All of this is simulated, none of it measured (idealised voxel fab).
Process module name: voxel self aligned vias
Pictured: cross-section cut, 300 nm wide, on a grid of 5 nm square cells.
Square cells in a grid make up a cross-section in this document, and the grid is given as bands, listed from the top down, each one or more rows of cells. In this notation a band is specified by the heights of its top and bottom, in that order and in nm, after which its materials appear from left to right, each paired with its width in nm. The word "edge to edge" attached to a single material means that material fills the band from edge to edge; the word "empty" stands for empty space. Where do heights start? At 0: under that level the wafer as delivered is made of one material only. And the lowest band has no floor; it just carries on downward, as in "0 nm and below". Graded width ("30->40"): value in top row of band = first number; value in bottom row = second number; row-to-row change constant. Step note "same as before" = no cross-section cell changed. The entry titled "Sealed internal cavities" provides the empty spaces that have no open way to the top, restricted to those of 8 cells or more. Each is presented as width x height at distance, the distance being measured from the left edge, with all three in nm. Note: text after step settings on the step line = simulator remark on that step. Among the settings permitted on a step's line is "overlay nm"; applied to a step with a mask, it specifies the extent to which the mask lay to the right of its planned position, whereas a negative figure signifies a position to the left.

# This section lists the process steps that were planned
| 1 | RECEIVE, material Si |
| 2 | CONFORMAL_DEP, material SiO2, thk nm 15 |
| 3 | CONFORMAL_DEP, material SiCN, thk nm 5 |
| 4 | DIRECTIONAL_DEP, material lowk, thk nm 20 |
| 5 | DIRECTIONAL_DEP, material aC, thk nm 10 |
| 6 | PATTERN, tone open, mask id LINES, material resist, width nm 20, pitch nm 60, thk nm 30, overlay nm 0 |
| 7 | DIRECTIONAL_ETCH, etch materials aC, depth nm 10 |
| 8 | STRIP, etch materials resist |
| 9 | DIRECTIONAL_ETCH, etch materials lowk, depth nm 20 |
| 10 | STRIP, etch materials aC |
| 11 | CONFORMAL_DEP, material TiN, thk nm 5 |
| 12 | FILL_DEP, material W, thk nm 5 |
| 13 | CMP, height nm 40 |
| 14 | SELECTIVE_ETCH, etch materials W Ru TiN, depth nm 10 |
| 15 | FILL_DEP, material SiN, thk nm 10 |
| 16 | CMP, height nm 40 |
| 17 | DIRECTIONAL_DEP, material lowk, thk nm 15 |
| 18 | PATTERN, tone open, mask id VIAS, material resist, width nm 40, pitch nm 60, thk nm 20, overlay nm 0 |
| 19 | DIRECTIONAL_ETCH, etch materials lowk, depth nm 15 |
| 20 | DIRECTIONAL_ETCH, etch materials SiN, depth nm 10 |
| 21 | STRIP, etch materials resist |
| 22 | CONFORMAL_DEP, material TiN, thk nm 5 |
| 23 | FILL_DEP, material W, thk nm 5 |
| 24 | CMP, height nm 55 |
| 25 | CONFORMAL_DEP, material SiN, thk nm 5 |

# Wafer cross-section on receipt, i.e. after step 1
0 nm and below | Si edge to edge
Sealed internal cavities: none

# Here's the wafer cut in cross-section after the module, started and planned just like above, except one thing was done wrong in the run
60 nm to 55 nm | SiN edge to edge
55 nm to 45 nm | lowk 100 nm; TiN 5 nm; W 30 nm; TiN 5 nm; lowk 20 nm; TiN 5 nm; W 30 nm; TiN 5 nm; lowk 100 nm
45 nm to 35 nm | lowk 100->110 nm; TiN 15->5 nm; W 10 nm; TiN 15->5 nm; lowk 20->40 nm; TiN 15->5 nm; W 10 nm; TiN 15->5 nm; lowk 100->110 nm
35 nm to 30 nm | lowk 110 nm; TiN 20 nm; lowk 40 nm; TiN 20 nm; lowk 110 nm
30 nm to 25 nm | lowk 110 nm; TiN 5 nm; W 10 nm; TiN 5 nm; lowk 40 nm; TiN 5 nm; W 10 nm; TiN 5 nm; lowk 110 nm
25 nm to 20 nm | lowk 110 nm; TiN 20 nm; lowk 40 nm; TiN 20 nm; lowk 110 nm
20 nm to 5 nm | SiO2 edge to edge
5 nm to 0 nm | SiCN edge to edge
0 nm and below | Si edge to edge
Sealed internal cavities: none
So what did we get wrong on this run? sequence error: steps 2 and 3 interchanged
